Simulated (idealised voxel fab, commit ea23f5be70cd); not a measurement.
process module | voxel self aligned contacts
cross-section cut | 285 nm wide | cells 5 nm
A cross-section is a grid of square cells, given in bands from the top down. A band is one or more rows of cells.
Each band's line starts with the height of the band's top and of its bottom, in nm. Then come its materials from left to right, each with its width in nm. One material with "throughout" fills the band from edge to edge. "air" is empty space.
Height 0 is the level under which the wafer as received is all one material. The lowest band goes on downwards, as in "0 down".
A width such as "30 to 40" changes by the same amount from each row of cells to the next, from the band's top row to its bottom row.
"no change" after a step means that no cell of the cross-section changed.
closed voids: empty space of 8 cells or more with no open way to the top, each as width x height at its distance from the left edge, in nm
after a step's settings: what the simulator itself notes on the step
overlay nm, on a step with a mask: how far to the right of its planned place the mask lay; to the left if negative
plan
1 op RECEIVE | material Si
2 op OXIDIZE | depth nm 5
3 op DIRECTIONAL_DEP | material polySi | thk nm 25
4 op DIRECTIONAL_DEP | material SiN | thk nm 15
5 op DIRECTIONAL_DEP | material aC | thk nm 15
6 op PATTERN | tone cover | mask id GATE | material resist | width nm 25 | pitch nm 55 | thk nm 30 | overlay nm 0
7 op DIRECTIONAL_ETCH | etch materials aC | depth nm 15
8 op STRIP | etch materials resist
9 op DIRECTIONAL_ETCH | etch materials SiN | depth nm 15
10 op DIRECTIONAL_ETCH | etch materials polySi | depth nm 25
11 op STRIP | etch materials aC
12 op CONFORMAL_DEP | material SiN | thk nm 5
13 op DIRECTIONAL_ETCH | etch materials SiN | depth nm 5
14 op FILL_DEP | material SiO2 | thk nm 10
15 op CMP | height nm 45
16 op MASKED_ETCH | tone open | mask id CONTACT | width nm 40 | pitch nm 55 | etch materials SiO2 | depth nm 50 | overlay nm 0
17 op CONFORMAL_DEP | material TiN | thk nm 5
18 op FILL_DEP | material W | thk nm 5
19 op CMP | height nm 45
20 op CONFORMAL_DEP | material SiN | thk nm 5
first wafer, as planned
as received, after step 1
  0 down: Si throughout
  closed voids: none
after step 2
  0 to -5: SiO2 throughout
  below -5: unchanged
after step 3
  25 to 0: polySi throughout
  below 0: unchanged
after step 4
  40 to 25: SiN throughout
  below 25: unchanged
after step 5
  55 to 40: aC throughout
  below 40: unchanged
after step 6
  85 to 55: air 75 | resist 25 | air 30 | resist 25 | air 30 | resist 25 | air 75
  below 55: unchanged
after step 7
  70 to 55: air 75 | resist 25 | air 30 | resist 25 | air 30 | resist 25 | air 75
  55 to 40: air 75 | aC 25 | air 30 | aC 25 | air 30 | aC 25 | air 75
  below 40: unchanged
after step 8
  55 to 40: air 75 | aC 25 | air 30 | aC 25 | air 30 | aC 25 | air 75
  below 40: unchanged
after step 9
  55 to 40: air 75 | aC 25 | air 30 | aC 25 | air 30 | aC 25 | air 75
  40 to 25: air 75 | SiN 25 | air 30 | SiN 25 | air 30 | SiN 25 | air 75
  below 25: unchanged
after step 10
  55 to 40: air 75 | aC 25 | air 30 | aC 25 | air 30 | aC 25 | air 75
  40 to 25: air 75 | SiN 25 | air 30 | SiN 25 | air 30 | SiN 25 | air 75
  25 to 0: air 75 | polySi 25 | air 30 | polySi 25 | air 30 | polySi 25 | air 75
  below 0: unchanged
after step 11
  40 to 25: air 75 | SiN 25 | air 30 | SiN 25 | air 30 | SiN 25 | air 75
  below 25: unchanged
after step 12
  45 to 25: air 70 | SiN 35 | air 20 | SiN 35 | air 20 | SiN 35 | air 70
  25 to 5: air 70 | SiN 5 | polySi 25 | SiN 5 | air 20 | SiN 5 | polySi 25 | SiN 5 | air 20 | SiN 5 | polySi 25 | SiN 5 | air 70
  5 to 0: SiN 75 | polySi 25 | SiN 30 | polySi 25 | SiN 30 | polySi 25 | SiN 75
  below 0: unchanged
after step 13
  40 to 25: air 70 | SiN 35 | air 20 | SiN 35 | air 20 | SiN 35 | air 70
  25 to 0: air 70 | SiN 5 | polySi 25 | SiN 5 | air 20 | SiN 5 | polySi 25 | SiN 5 | air 20 | SiN 5 | polySi 25 | SiN 5 | air 70
  below 0: unchanged
after step 14
  50 to 40: SiO2 throughout
  40 to 25: SiO2 70 | SiN 35 | SiO2 20 | SiN 35 | SiO2 20 | SiN 35 | SiO2 70
  25 to 0: SiO2 70 | SiN 5 | polySi 25 | SiN 5 | SiO2 20 | SiN 5 | polySi 25 | SiN 5 | SiO2 20 | SiN 5 | polySi 25 | SiN 5 | SiO2 70
  below 0: unchanged
after step 15
  45 to 40: SiO2 throughout
  below 40: unchanged
after step 16
  45 to 40: SiO2 95 | air 40 | SiO2 15 | air 40 | SiO2 95
  40 to 25: SiO2 70 | SiN 35 | air 20 | SiN 35 | air 20 | SiN 35 | SiO2 70
  25 to 0: SiO2 70 | SiN 5 | polySi 25 | SiN 5 | air 20 | SiN 5 | polySi 25 | SiN 5 | air 20 | SiN 5 | polySi 25 | SiN 5 | SiO2 70
  0 to -5: SiO2 105 | air 20 | SiO2 35 | air 20 | SiO2 105
  below -5: unchanged
after step 17
  50 to 45: TiN 100 | air 30 | TiN 25 | air 30 | TiN 100
  45 to 40: SiO2 95 | TiN 15 | air 10 | TiN 15 | SiO2 15 | TiN 15 | air 10 | TiN 15 | SiO2 95
  40 to 25: SiO2 70 | SiN 35 | TiN 5 | air 10 | TiN 5 | SiN 35 | TiN 5 | air 10 | TiN 5 | SiN 35 | SiO2 70
  25 to 0: SiO2 70 | SiN 5 | polySi 25 | SiN 5 | TiN 5 | air 10 | TiN 5 | SiN 5 | polySi 25 | SiN 5 | TiN 5 | air 10 | TiN 5 | SiN 5 | polySi 25 | SiN 5 | SiO2 70
  0 to -5: SiO2 105 | TiN 20 | SiO2 35 | TiN 20 | SiO2 105
  below -5: unchanged
after step 18
  55 to 50: W throughout
  50 to 45: TiN 100 | W 30 | TiN 25 | W 30 | TiN 100
  45 to 40: SiO2 95 | TiN 15 | W 10 | TiN 15 | SiO2 15 | TiN 15 | W 10 | TiN 15 | SiO2 95
  40 to 25: SiO2 70 | SiN 35 | TiN 5 | W 10 | TiN 5 | SiN 35 | TiN 5 | W 10 | TiN 5 | SiN 35 | SiO2 70
  25 to 0: SiO2 70 | SiN 5 | polySi 25 | SiN 5 | TiN 5 | W 10 | TiN 5 | SiN 5 | polySi 25 | SiN 5 | TiN 5 | W 10 | TiN 5 | SiN 5 | polySi 25 | SiN 5 | SiO2 70
  below 0: unchanged
after step 19
  45 to 40: SiO2 95 | TiN 15 | W 10 | TiN 15 | SiO2 15 | TiN 15 | W 10 | TiN 15 | SiO2 95
  below 40: unchanged
after step 20
  50 to 45: SiN throughout
  below 45: unchanged
second wafer: like start, like plan, one mistake. Through step 15 it matches the first wafer
when step 16 should have ended
  45 to 40: SiO2 105 | air 40 | SiO2 15 | air 40 | SiO2 85
  40 to 25: SiO2 70 | SiN 35 | air 20 | SiN 35 | air 20 | SiN 35 | SiO2 70
  25 to 0: SiO2 70 | SiN 5 | polySi 25 | SiN 5 | air 20 | SiN 5 | polySi 25 | SiN 5 | air 20 | SiN 5 | polySi 25 | SiN 5 | SiO2 70
  0 to -5: SiO2 105 | air 20 | SiO2 35 | air 20 | SiO2 105
  below -5: unchanged
when step 17 should have ended
  50 to 45: TiN 110 | air 30 | TiN 25 | air 30 | TiN 90
  45 to 40: SiO2 105 | TiN 5 | air 10 | TiN 25 | SiO2 15 | TiN 5 | air 10 | TiN 25 | SiO2 85
  40 to 25: SiO2 70 | SiN 35 | TiN 5 | air 10 | TiN 5 | SiN 35 | TiN 5 | air 10 | TiN 5 | SiN 35 | SiO2 70
  25 to 0: SiO2 70 | SiN 5 | polySi 25 | SiN 5 | TiN 5 | air 10 | TiN 5 | SiN 5 | polySi 25 | SiN 5 | TiN 5 | air 10 | TiN 5 | SiN 5 | polySi 25 | SiN 5 | SiO2 70
  0 to -5: SiO2 105 | TiN 20 | SiO2 35 | TiN 20 | SiO2 105
  below -5: unchanged
when step 18 should have ended
  55 to 50: W throughout
  50 to 45: TiN 110 | W 30 | TiN 25 | W 30 | TiN 90
  45 to 40: SiO2 105 | TiN 5 | W 10 | TiN 25 | SiO2 15 | TiN 5 | W 10 | TiN 25 | SiO2 85
  40 to 25: SiO2 70 | SiN 35 | TiN 5 | W 10 | TiN 5 | SiN 35 | TiN 5 | W 10 | TiN 5 | SiN 35 | SiO2 70
  25 to 0: SiO2 70 | SiN 5 | polySi 25 | SiN 5 | TiN 5 | W 10 | TiN 5 | SiN 5 | polySi 25 | SiN 5 | TiN 5 | W 10 | TiN 5 | SiN 5 | polySi 25 | SiN 5 | SiO2 70
  below 0: unchanged
when step 19 should have ended
  45 to 40: SiO2 105 | TiN 5 | W 10 | TiN 25 | SiO2 15 | TiN 5 | W 10 | TiN 25 | SiO2 85
  below 40: unchanged
when step 20 should have ended
  50 to 45: SiN throughout
  below 45: unchanged
what went wrong: step 16 ran as: op MASKED_ETCH | tone open | mask id CONTACT | width nm 40 | pitch nm 55 | etch materials SiO2 | depth nm 50 | overlay nm 10
at the end the second wafer has, in cells: as many of each material as the first, in other places
